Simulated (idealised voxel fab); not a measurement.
Documented hereafter: the process module known as voxel fin reveal.
Cross-section cut spans 150 nm and uses square cells 5 nm in size.
Notation: cross-section as square-cell grid; stated in bands, top first, going down; one or more cell rows per band.
Heights first: top, then bottom, in nm. Then materials, left to right, each with a width in nm. "all across" on a single material: fills the band edge to edge. "air": empty space.
Height datum 0, below which the as-received substrate wafer is one material. Lowest band open at the bottom, running downward: "0 down".
With a width like "30 to 40", each row of cells in the band differs from the next by the same amount, the top row carrying the first number and the bottom row the second.
Given "nothing got changed" for a step, no cell of the cross-section differs between before and after that step.
Sealed cavities: empty space of 8 cells or more with no open way to the top, each as width x height at its distance from the left edge, in nm
Step line, after settings: the simulator's comment on this step.
If you see "overlay nm" on a step's line and that step has a mask, it's telling you how far right of where it was planned the mask ended up; a negative number means it went left instead.
-- Set out below are the planned steps of the process
1 op RECEIVE | material Si
2 op CONFORMAL_DEP | material SiN | thk nm 10
3 op MASKED_ETCH | tone cover | mask id FINS | width nm 15 | pitch nm 45 | etch materials SiN | depth nm 10 | overlay nm 0
4 op MASKED_ETCH | tone cover | mask id FINS | width nm 15 | pitch nm 45 | etch materials Si | depth nm 30 | overlay nm 0
5 op OXIDIZE | depth nm 5
6 op FILL_DEP | material SiO2 | thk nm 5
7 op CMP | height nm 10
8 op SELECTIVE_ETCH | etch materials SiO2 | depth nm 30
9 op STRIP | etch materials SiN
-- First of two wafers, processed according to plan
-- Here's what the wafer looked like in cross-section when it arrived - that's after step 1
  0 down = Si all across
  Sealed cavities: none
-- Step 2 done - wafer cross-section
  10 to 0 = SiN all across
  Below 0, no change.
-- Step 3 done - wafer cross-section
  10 to 0 = air: 45, then SiN: 15, then air: 30, then SiN: 15, then air: 45
  Below 0, no change.
-- Step 4 done - wafer cross-section
  10 to 0 = air: 45, then SiN: 15, then air: 30, then SiN: 15, then air: 45
  0 to -30 = air: 45, then Si: 15, then air: 30, then Si: 15, then air: 45
  Below -30, no change.
-- Step 5 done - wafer cross-section
  10 to 0 = air: 45, then SiN: 15, then air: 30, then SiN: 15, then air: 45
  0 to -30 = air: 45, then SiO2: 5, then Si: 5, then SiO2: 5, then air: 30, then SiO2: 5, then Si: 5, then SiO2: 5, then air: 45
  -30 to -35 = SiO2: 50, then Si: 5, then SiO2: 40, then Si: 5, then SiO2: 50
  Below -35, no change.
-- Step 6 done - wafer cross-section
  15 to 10 = SiO2 all across
  10 to 0 = SiO2: 45, then SiN: 15, then SiO2: 30, then SiN: 15, then SiO2: 45
  0 to -35 = SiO2: 50, then Si: 5, then SiO2: 40, then Si: 5, then SiO2: 50
  Below -35, no change.
-- Step 7 done - wafer cross-section
  10 to 0 = SiO2: 45, then SiN: 15, then SiO2: 30, then SiN: 15, then SiO2: 45
  Below 0, no change.
-- Step 8 done - wafer cross-section
  10 to 0 = air: 45, then SiN: 15, then air: 30, then SiN: 15, then air: 45
  0 to -20 = air: 50, then Si: 5, then air: 40, then Si: 5, then air: 50
  Below -20, no change.
-- Step 9 done - wafer cross-section
  0 to -20 = air: 50, then Si: 5, then air: 40, then Si: 5, then air: 50
  Below -20, no change.
-- The second wafer was prepared from the same starting point and under the same plan as the first; its processing contained one mistake, and it remains indistinguishable from the first wafer up to and including step 8
Look at the second wafer in cross-section at the time step 9 ought to have finished: nothing got changed
Processing error: execution of step 9 of the plan did not take place, the step having been omitted
The second wafer ends with more or fewer cells of some materials than the first, per final count: 12 more of SiN
